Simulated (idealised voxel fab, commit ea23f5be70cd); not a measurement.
Proc. module: voxel gate over fins
Each square cell in cross-section cut measures 5 nm, and the section as a whole is 295 nm wide.
Reading order for cross-sections: top band down to bottom band. Underlying form: a grid of square cells. Band size: one or more rows of cells. Each band's line starts with the height of the band's top and of its bottom, in nm. Then come its materials from left to right, each with its width in nm. One material with "throughout" fills the band from edge to edge. "empty" is empty space. Heights are expressed relative to 0, this being the level below which the as-received wafer comprises one material exclusively. The lowest band is unbounded in the downward direction and is denoted as in "0 and below". Read "30->40" as a graded width: first number on top, second number at the bottom, same change between each pair of neighbouring rows. "no alterations made" means the step left every cell of the cross-section as it was. You'll see "Closed cavities" listing empty spaces that have no way open to the top, as long as they're 8 cells or more; the notation is width x height at distance, where the distance is from the left edge, and all of it is in nm. On each step's line, the part that comes after the settings is the simulator's own comment on the step. Steps that use a mask can have "overlay nm" on their line. It says how far the mask sat to the right of where it was meant to be. Negative means to the left.
-- These are the steps we planned for the process
1) RECEIVE: material Si
2) CONFORMAL_DEP: material SiN, thk nm 5
3) MASKED_ETCH: tone cover, mask id FINS, width nm 15, pitch nm 40, etch materials SiN, depth nm 5, overlay nm 0
4) MASKED_ETCH: tone cover, mask id FINS, width nm 15, pitch nm 40, etch materials Si, depth nm 35, overlay nm 0
5) OXIDIZE: depth nm 5
6) FILL_DEP: material SiO2, thk nm 15
7) CMP: height nm 5
8) SELECTIVE_ETCH: etch materials SiO2, depth nm 15
9) STRIP: etch materials SiN
10) CONFORMAL_DEP: material HfO2, thk nm 5
11) CONFORMAL_DEP: material TiN, thk nm 5
12) CONFORMAL_DEP: material TiAl, thk nm 5
13) CONFORMAL_DEP: material TiN, thk nm 5
14) FILL_DEP: material W, thk nm 15
15) CMP: height nm 30
16) CONFORMAL_DEP: material SiN, thk nm 10
-- Incoming wafer, cross-sectional view, post step 1
> 0 and below = Si throughout
> Closed cavities: none
-- Wafer cross-section at module end: first of two, run to plan
> 40 down to 30 = SiN throughout
> 30 down to 20 = W throughout
> 20 down to 15 = W 105, TiN 85, W 105
> 15 down to 10 = W 105, TiN 5, TiAl 35, TiN 5, TiAl 35, TiN 5, W 105
> 10 down to 5 = TiN 110, TiAl 5, TiN 25, TiAl 5, TiN 5, TiAl 5, TiN 25, TiAl 5, TiN 110
> 5 down to 0 = TiAl 115, TiN 5, HfO2 15, TiN 5, TiAl 15, TiN 5, HfO2 15, TiN 5, TiAl 115
> 0 down to -5 = TiN 120, HfO2 5, Si 5, HfO2 5, TiN 25, HfO2 5, Si 5, HfO2 5, TiN 120
> -5 down to -10 = HfO2 125, Si 5, HfO2 35, Si 5, HfO2 125
> -10 down to -40 = SiO2 125, Si 5, SiO2 35, Si 5, SiO2 125
> -40 and below = Si throughout
> Closed cavities: none
-- Second wafer of the two, sectioned at the end of the module. It began like the first and followed the same plan, but one mistake was made while running it
> 40 down to 30 = SiN throughout
> 30 down to 20 = W throughout
> 20 down to 15 = W 105, TiN 85, W 105
> 15 down to 10 = W 105, TiN 5, TiAl 35, TiN 5, TiAl 35, TiN 5, W 105
> 10 down to 5 = TiN 110, TiAl 5, TiN 25, TiAl 5, TiN 5, TiAl 5, TiN 25, TiAl 5, TiN 110
> 5 down to 0 = TiAl 115, TiN 5, SiO2 15, TiN 5, TiAl 15, TiN 5, SiO2 15, TiN 5, TiAl 115
> 0 down to -5 = TiN 120, SiO2 5, Si 5, SiO2 5, TiN 25, SiO2 5, Si 5, SiO2 5, TiN 120
> -5 down to -40 = SiO2 125, Si 5, SiO2 35, Si 5, SiO2 125
> -40 and below = Si throughout
> Closed cavities: none
Where did the run depart from the plan? step 10 ran as: CONFORMAL_DEP: material SiO2, thk nm 5
Final wafer comparison in cells, second versus first, more or fewer per material: HfO2 -67; SiO2 +67
